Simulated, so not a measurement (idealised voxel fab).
Process module, titled voxel transistor to metal
Xsec cut, 185 nm wide, square cell size 5 nm.
When this document writes out a cross-section, it uses a grid of square cells and lists it as bands, beginning at the top and moving down, with a band standing for one or more rows of cells.
Quick guide to a band line: top height, bottom height (nm) up front; then every material left to right with its width in nm. Only one material and it's marked "all across"? Then it fills the band edge to edge. And "blank" just means empty space.
The reference from which all heights are counted is 0, the level beneath which the as-received wafer is entirely one material; the lowest band, having no lower bound, proceeds downward and is written after the example "0 and below".
A width such as "30->40" changes by the same amount from each row of cells to the next, from the band's top row to its bottom row.
You'll sometimes find "no modifications" written for a step, and that's the way of saying that nowhere in the cross-section did a cell change during that step.
"Enclosed empty spaces" contains a list of empty spaces, each no smaller than 8 cells and without an open way to the top, written in the form width x height at distance with the distance from the left edge and all three in nm.
Anything after a step's settings on that line? It's the simulator's own note about the step.
"overlay nm" answers the question of how far to the right of plan the mask lay on a step that has a mask, and when it is negative the answer is to the left.
-- Process steps (planned)
1 RECEIVE (material Si)
2 OXIDIZE (depth nm 5)
3 CONFORMAL_DEP (material SiN; thk nm 10)
4 MASKED_ETCH (tone cover; mask id ACTIVE; width nm 115; etch materials SiN; depth nm 10; overlay nm 0)
5 MASKED_ETCH (tone cover; mask id ACTIVE; width nm 115; etch materials SiO2; depth nm 5; overlay nm 0)
6 MASKED_ETCH (tone cover; mask id ACTIVE; width nm 115; etch materials Si; depth nm 20; overlay nm 0)
7 OXIDIZE (depth nm 5)
8 FILL_DEP (material SiO2; thk nm 10)
9 CMP (height nm 10)
10 SELECTIVE_ETCH (etch materials SiO2; depth nm 10)
11 STRIP (etch materials SiN)
12 SELECTIVE_ETCH (etch materials SiO2; depth nm 5)
13 OXIDIZE (depth nm 5)
14 DIRECTIONAL_DEP (material polySi; thk nm 25)
15 DIRECTIONAL_DEP (material SiCN; thk nm 15)
16 PATTERN (tone cover; mask id GATE; material resist; width nm 35; thk nm 20; overlay nm 0)
17 DIRECTIONAL_ETCH (etch materials SiCN; depth nm 25)
18 DIRECTIONAL_ETCH (etch materials polySi; depth nm 35)
19 STRIP (etch materials resist)
20 CONFORMAL_DEP (material SiN; thk nm 10)
21 DIRECTIONAL_ETCH (etch materials SiN; depth nm 10)
22 DIRECTIONAL_ETCH (etch materials SiO2; depth nm 5)
23 DIRECTIONAL_ETCH (etch materials Si; depth nm 15)
24 EPI (material SiGe; thk nm 20)
25 FILL_DEP (material SiO2; thk nm 5)
26 CMP (height nm 20)
27 STRIP (etch materials polySi)
28 SELECTIVE_ETCH (etch materials SiO2; depth nm 5)
29 CONFORMAL_DEP (material HfO2; thk nm 5)
30 CONFORMAL_DEP (material TiN; thk nm 5)
31 FILL_DEP (material W; thk nm 10)
32 CMP (height nm 15)
33 DIRECTIONAL_DEP (material SiO2; thk nm 10)
34 PATTERN (tone open; mask id CONTACT; material resist; width nm 20; pitch nm 85; thk nm 20; overlay nm 0)
35 DIRECTIONAL_ETCH (etch materials SiO2; depth nm 30)
36 STRIP (etch materials resist)
37 CONFORMAL_DEP (material TiN; thk nm 5)
38 FILL_DEP (material W; thk nm 10)
39 CMP (height nm 25)
40 DIRECTIONAL_DEP (material TiN; thk nm 5)
41 DIRECTIONAL_DEP (material Ru; thk nm 15)
42 PATTERN (tone cover; mask id METAL_1; material resist; width nm 20; pitch nm 85; thk nm 15; overlay nm 0)
43 DIRECTIONAL_ETCH (etch materials Ru; depth nm 15)
44 DIRECTIONAL_ETCH (etch materials TiN; depth nm 5)
45 STRIP (etch materials resist)
46 CONFORMAL_DEP (material SiCN; thk nm 5)
47 FILL_DEP (material lowk; thk nm 5)
48 CMP (height nm 45)
49 CONFORMAL_DEP (material SiCN; thk nm 5)
50 DIRECTIONAL_DEP (material lowk; thk nm 35)
51 MASKED_ETCH (tone open; mask id METAL_2_HOLES; width nm 15; pitch nm 85; etch materials lowk; depth nm 35; overlay nm 0)
52 PATTERN (tone open; mask id METAL_2; material resist; width nm 20; pitch nm 85; thk nm 15; overlay nm 0)
53 DIRECTIONAL_ETCH (etch materials lowk; depth nm 20)
54 DIRECTIONAL_ETCH (etch materials SiCN; depth nm 5)
55 STRIP (etch materials resist)
56 CONFORMAL_DEP (material TiN; thk nm 5)
57 FILL_DEP (material Cu; thk nm 5)
58 CMP (height nm 85)
59 CONFORMAL_DEP (material SiCN; thk nm 5)
-- Cross-section of the wafer at receipt, which is the condition after step 1
> 0 and below  Si all across
> Enclosed empty spaces: none
-- Cross-section, end of module. Start: as above. Plan: as above. Execution: one mistake
> 90 down to 85  SiCN all across
> 85 down to 70  lowk 40, TiN 5, Cu 10, TiN 5, lowk 65, TiN 5, Cu 10, TiN 5, lowk 40
> 70 down to 65  lowk 40, TiN 5, Cu 5, TiN 10, lowk 65, TiN 5, Cu 5, TiN 10, lowk 40
> 65 down to 50  lowk 40, TiN 5, Cu 5, TiN 5, lowk 70, TiN 5, Cu 5, TiN 5, lowk 45
> 50 down to 45  SiCN 40, TiN 15, SiCN 70, TiN 15, SiCN 45
> 45 down to 30  lowk 35, SiCN 5, Ru 20, SiCN 5, lowk 55, SiCN 5, Ru 20, SiCN 5, lowk 35
> 30 down to 25  SiCN 40, TiN 20, SiCN 65, TiN 20, SiCN 40
> 25 down to 20  TiN 45, W 10, TiN 75, W 10, TiN 45
> 20 down to 15  SiO2 40, TiN 5, W 10, TiN 5, SiO2 65, TiN 5, W 10, TiN 5, SiO2 40
> 15 down to 10  SiO2 40, TiN 20, SiO2 5, SiN 10, HfO2 5, TiN 5, W 15, TiN 5, HfO2 5, SiN 10, SiO2 5, TiN 20, SiO2 40
> 10 down to 0  SiO2 40, TiN 5, SiGe 20, SiN 10, HfO2 5, TiN 5, W 15, TiN 5, HfO2 5, SiN 10, SiGe 20, TiN 5, SiO2 40
> 0 down to -5  SiO2 40, TiN 5, SiGe 20, SiN 10, HfO2 5, TiN 25, HfO2 5, SiN 10, SiGe 20, TiN 5, SiO2 40
> -5 down to -10  SiO2 35, SiGe 30, SiO2 5, HfO2 45, SiO2 5, SiGe 30, SiO2 35
> -10 down to -25  SiO2 40, SiGe 25, Si 55, SiGe 25, SiO2 40
> -25 down to -30  SiO2 40, Si 105, SiO2 40
> -30 and below  Si all across
> Enclosed empty spaces: none
What broke from the plan during processing? the process deviated at step 33: the operation and settings actually run there were DIRECTIONAL_DEP (material SiO2; thk nm 5)
